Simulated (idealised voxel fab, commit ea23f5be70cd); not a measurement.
Documented hereafter: the process module known as voxel capacitor over wiring.
The cross-section shown here is cut; it is 225 nm wide and divided into square cells measuring 5 nm on a side.
The cross-sections in this document take the form of a grid made of square cells. They are written out as bands, in order from top to bottom. Each band consists of one or more rows of cells. Band entry format. Leading values: height of top, height of bottom, nm. Remainder: materials in left-to-right order, each with its width in nm. Special words: "everywhere" on a single material, which then fills the band edge to edge; "blank", empty space. A quick word on heights: they are counted from 0, and under that level the wafer as it came to us is one material throughout. The lowest band is different from the rest in having no bottom; it simply continues downward, written as in "top 0, no bottom". The notation "30->40" denotes a width that varies across the rows of cells in the band, beginning at the first number in the top row, finishing at the second number in the bottom row, and changing by an identical amount from each row to the next. "remained unchanged" (step): cross-section cells unchanged, all of them. What "Completely sealed voids" gives you is every empty space of 8 cells or more that is cut off from the top. Each appears as width x height at distance, with the distance taken from the left edge and width, height and distance all in nm. Formally, on a step line, whatever follows the settings is a remark that the simulator itself makes on the step. overlay nm: mask offset rightward from planned place, masked step; negative means leftward offset.
The steps planned for the process are as follows
1. RECEIVE [material Si]
2. CONFORMAL_DEP [material SiO2] [thk nm 10]
3. CONFORMAL_DEP [material SiN] [thk nm 5]
4. DIRECTIONAL_DEP [material lowk] [thk nm 25]
5. DIRECTIONAL_DEP [material aC] [thk nm 15]
6. PATTERN [tone open] [mask id METAL_1] [material resist] [width nm 25] [pitch nm 80] [thk nm 30] [overlay nm 0]
7. DIRECTIONAL_ETCH [etch materials aC] [depth nm 15]
8. STRIP [etch materials resist]
9. DIRECTIONAL_ETCH [etch materials lowk] [depth nm 25]
10. DIRECTIONAL_ETCH [etch materials SiN] [depth nm 5]
11. STRIP [etch materials aC]
12. CONFORMAL_DEP [material TiN] [thk nm 5]
13. FILL_DEP [material Ru] [thk nm 5]
14. CMP [height nm 40]
15. EPI [material Ru] [thk nm 5]
16. FILL_DEP [material SiCN] [thk nm 5]
17. DIRECTIONAL_DEP [material lowk] [thk nm 20]
18. DIRECTIONAL_DEP [material aC] [thk nm 10]
19. PATTERN [tone open] [mask id PLUG_1] [material resist] [width nm 15] [thk nm 25] [overlay nm 0]
20. DIRECTIONAL_ETCH [etch materials aC] [depth nm 10]
21. STRIP [etch materials resist]
22. DIRECTIONAL_ETCH [etch materials lowk] [depth nm 20]
23. DIRECTIONAL_ETCH [etch materials SiCN] [depth nm 5]
24. STRIP [etch materials aC]
25. EPI [material Ru] [thk nm 10]
26. EPI [material Ru] [thk nm 10]
27. EPI [material Ru] [thk nm 5]
28. DIRECTIONAL_DEP [material TiN] [thk nm 10]
29. DIRECTIONAL_DEP [material HfO2] [thk nm 5]
30. DIRECTIONAL_DEP [material TiN] [thk nm 10]
31. MASKED_ETCH [tone cover] [mask id UPPER_PLATE] [width nm 60] [etch materials TiN] [depth nm 10] [overlay nm 0]
32. MASKED_ETCH [tone cover] [mask id UPPER_PLATE] [width nm 60] [etch materials HfO2] [depth nm 5] [overlay nm 0]
33. MASKED_ETCH [tone cover] [mask id LOWER_PLATE] [width nm 70] [etch materials TiN] [depth nm 10] [overlay nm 0]
34. FILL_DEP [material SiO2] [thk nm 15]
35. CMP [height nm 105]
36. MASKED_ETCH [tone open] [mask id PLUG_2] [width nm 15] [etch materials SiO2] [depth nm 10] [overlay nm 0]
37. CONFORMAL_DEP [material TiN] [thk nm 5]
38. FILL_DEP [material W] [thk nm 10]
39. CMP [height nm 105]
40. CONFORMAL_DEP [material SiCN] [thk nm 5]
Cross-section: wafer on arrival = after step 1
- top 0, no bottom: Si everywhere
- Completely sealed voids: none
First of two wafers at the end of the module, shown in cross-section; run carried out as planned
- top 110, bottom 105: SiCN everywhere
- top 105, bottom 100: SiO2: 80  TiN: 5  W: 5  TiN: 5  SiO2: 130
- top 100, bottom 95: SiO2: 80  TiN: 15  SiO2: 130
- top 95, bottom 85: SiO2: 70  TiN: 60  SiO2: 95
- top 85, bottom 80: SiO2: 70  HfO2: 60  SiO2: 95
- top 80, bottom 70: SiO2: 65  TiN: 70  SiO2: 90
- top 70, bottom 50: lowk: 70  Ru: 15  lowk: 140
- top 50, bottom 45: SiCN: 70  Ru: 15  SiCN: 140
- top 45, bottom 40: SiCN: 55  Ru: 35  SiCN: 45  Ru: 35  SiCN: 55
- top 40, bottom 15: lowk: 60  TiN: 5  Ru: 15  TiN: 5  lowk: 55  TiN: 5  Ru: 15  TiN: 5  lowk: 60
- top 15, bottom 10: SiN: 60  TiN: 25  SiN: 55  TiN: 25  SiN: 60
- top 10, bottom 0: SiO2 everywhere
- top 0, no bottom: Si everywhere
- Completely sealed voids: none
Presented here is a cross-section of the second of the two wafers as it stood at the end of the module. It was started in the same manner and assigned the same plan as the first wafer; however, one mistake was made in its execution
- top 110, bottom 105: SiCN everywhere
- top 105, bottom 100: SiO2: 80  TiN: 5  W: 5  TiN: 5  SiO2: 130
- top 100, bottom 90: SiO2: 80->85  TiN: 15->45  SiO2: 130->95
- top 90, bottom 85: SiO2: 70  TiN: 60  SiO2: 95
- top 85, bottom 80: SiO2: 70  TiN: 15  HfO2: 45  SiO2: 95
- top 80, bottom 75: SiO2: 65  TiN: 5  HfO2: 15  TiN: 50  SiO2: 90
- top 75, bottom 70: SiO2: 65  TiN: 70  SiO2: 90
- top 70, bottom 65: SiCN: 70  TiN: 15  SiCN: 140
- top 65, bottom 60: SiCN: 55  lowk: 35  SiCN: 45  lowk: 35  SiCN: 55
- top 60, bottom 45: lowk everywhere
- top 45, bottom 40: lowk: 55  Ru: 35  lowk: 45  Ru: 35  lowk: 55
- top 40, bottom 15: lowk: 60  TiN: 5  Ru: 15  TiN: 5  lowk: 55  TiN: 5  Ru: 15  TiN: 5  lowk: 60
- top 15, bottom 10: SiN: 60  TiN: 25  SiN: 55  TiN: 25  SiN: 60
- top 10, bottom 0: SiO2 everywhere
- top 0, no bottom: Si everywhere
- Completely sealed voids: none
What went wrong in running the wafer? transposition of steps 16 and 17 relative to the planned sequence
In the final state, the cell counts of the second wafer exceed or fall short of those of the first for the following materials: 15 fewer of Ru | 3 more of SiO2 | 12 more of lowk
